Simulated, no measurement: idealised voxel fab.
process module | voxel double patterning
cross-section cut | 200 nm wide | cells 5 nm
A cross-section is a grid of square cells, given in bands from the top down. A band is one or more rows of cells.
Each band's line starts with the height of the band's top and of its bottom, in nm. Then come its materials from left to right, each with its width in nm. One material with "throughout" fills the band from edge to edge. "air" is empty space.
Height 0 is the level under which the wafer as received is all one material. The lowest band goes on downwards, as in "0 down".
A width such as "30 to 40" changes by the same amount from each row of cells to the next, from the band's top row to its bottom row.
"no change" after a step means that no cell of the cross-section changed.
closed voids: empty space of 8 cells or more with no open way to the top, each as width x height at its distance from the left edge, in nm
after a step's settings: what the simulator itself notes on the step
overlay nm, on a step with a mask: how far to the right of its planned place the mask lay; to the left if negative
plan
1 op RECEIVE | material Si
2 op CONFORMAL_DEP | material SiO2 | thk nm 10
3 op DIRECTIONAL_DEP | material W | thk nm 20
4 op DIRECTIONAL_DEP | material SiN | thk nm 5
5 op PATTERN | tone open | mask id FIRST | material resist | width nm 15 | pitch nm 50 | thk nm 20 | overlay nm 0
6 op DIRECTIONAL_ETCH | etch materials SiN | depth nm 5
7 op STRIP | etch materials resist
8 op PATTERN | tone open | mask id SECOND | material resist | width nm 15 | pitch nm 50 | thk nm 15 | overlay nm 0
9 op DIRECTIONAL_ETCH | etch materials SiN | depth nm 5
10 op STRIP | etch materials resist
11 op DIRECTIONAL_ETCH | etch materials W | depth nm 20
12 op STRIP | etch materials SiN
as received, after step 1
  0 down: Si throughout
  closed voids: none
a wafer at the end: this start, this plan, one mistake
  30 to 10: W 40 | air 20 | W 5 | air 15 | W 10 | air 20 | W 5 | air 15 | W 10 | air 20 | W 40
  10 to 0: SiO2 throughout
  0 down: Si throughout
  closed voids: none
what went wrong: step 5 ran as: op PATTERN | tone open | mask id FIRST | material resist | width nm 20 | pitch nm 50 | thk nm 20 | overlay nm 0
